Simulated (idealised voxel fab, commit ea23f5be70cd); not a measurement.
process module | voxel double patterning
cross-section cut | 275 nm wide | cells 5 nm
A cross-section is a grid of square cells, given in bands from the top down. A band is one or more rows of cells.
Each band's line starts with the height of the band's top and of its bottom, in nm. Then come its materials from left to right, each with its width in nm. One material with "throughout" fills the band from edge to edge. "air" is empty space.
Height 0 is the level under which the wafer as received is all one material. The lowest band goes on downwards, as in "0 down".
A width such as "30 to 40" changes by the same amount from each row of cells to the next, from the band's top row to its bottom row.
"no change" after a step means that no cell of the cross-section changed.
closed voids: empty space of 8 cells or more with no open way to the top, each as width x height at its distance from the left edge, in nm
after a step's settings: what the simulator itself notes on the step
overlay nm, on a step with a mask: how far to the right of its planned place the mask lay; to the left if negative
plan
1 op RECEIVE | material Si
2 op CONFORMAL_DEP | material SiO2 | thk nm 10
3 op DIRECTIONAL_DEP | material W | thk nm 15
4 op DIRECTIONAL_DEP | material SiCN | thk nm 5
5 op PATTERN | tone open | mask id FIRST | material resist | width nm 15 | pitch nm 50 | thk nm 15 | overlay nm 0
6 op DIRECTIONAL_ETCH | etch materials SiCN | depth nm 5
7 op STRIP | etch materials resist
8 op PATTERN | tone open | mask id SECOND | material resist | width nm 15 | pitch nm 50 | thk nm 15 | overlay nm 0
9 op DIRECTIONAL_ETCH | etch materials SiCN | depth nm 5
10 op STRIP | etch materials resist
11 op DIRECTIONAL_ETCH | etch materials W | depth nm 15
12 op STRIP | etch materials SiCN
as received, after step 1
  0 down: Si throughout
  closed voids: none
first wafer at the end, as planned
  25 to 10: W 80 | air 15 | W 10 | air 15 | W 10 | air 15 | W 10 | air 15 | W 10 | air 15 | W 80
  10 to 0: SiO2 throughout
  0 down: Si throughout
  closed voids: none
second wafer at the end: like start, like plan, one mistake
  30 to 25: SiCN 80 | air 15 | SiCN 10 | air 15 | SiCN 10 | air 15 | SiCN 10 | air 15 | SiCN 10 | air 15 | SiCN 80
  25 to 10: W 80 | air 15 | W 10 | air 15 | W 10 | air 15 | W 10 | air 15 | W 10 | air 15 | W 80
  10 to 0: SiO2 throughout
  0 down: Si throughout
  closed voids: none
what went wrong: step 12 was left out
at the end the second wafer has, in cells: 40 more of SiCN
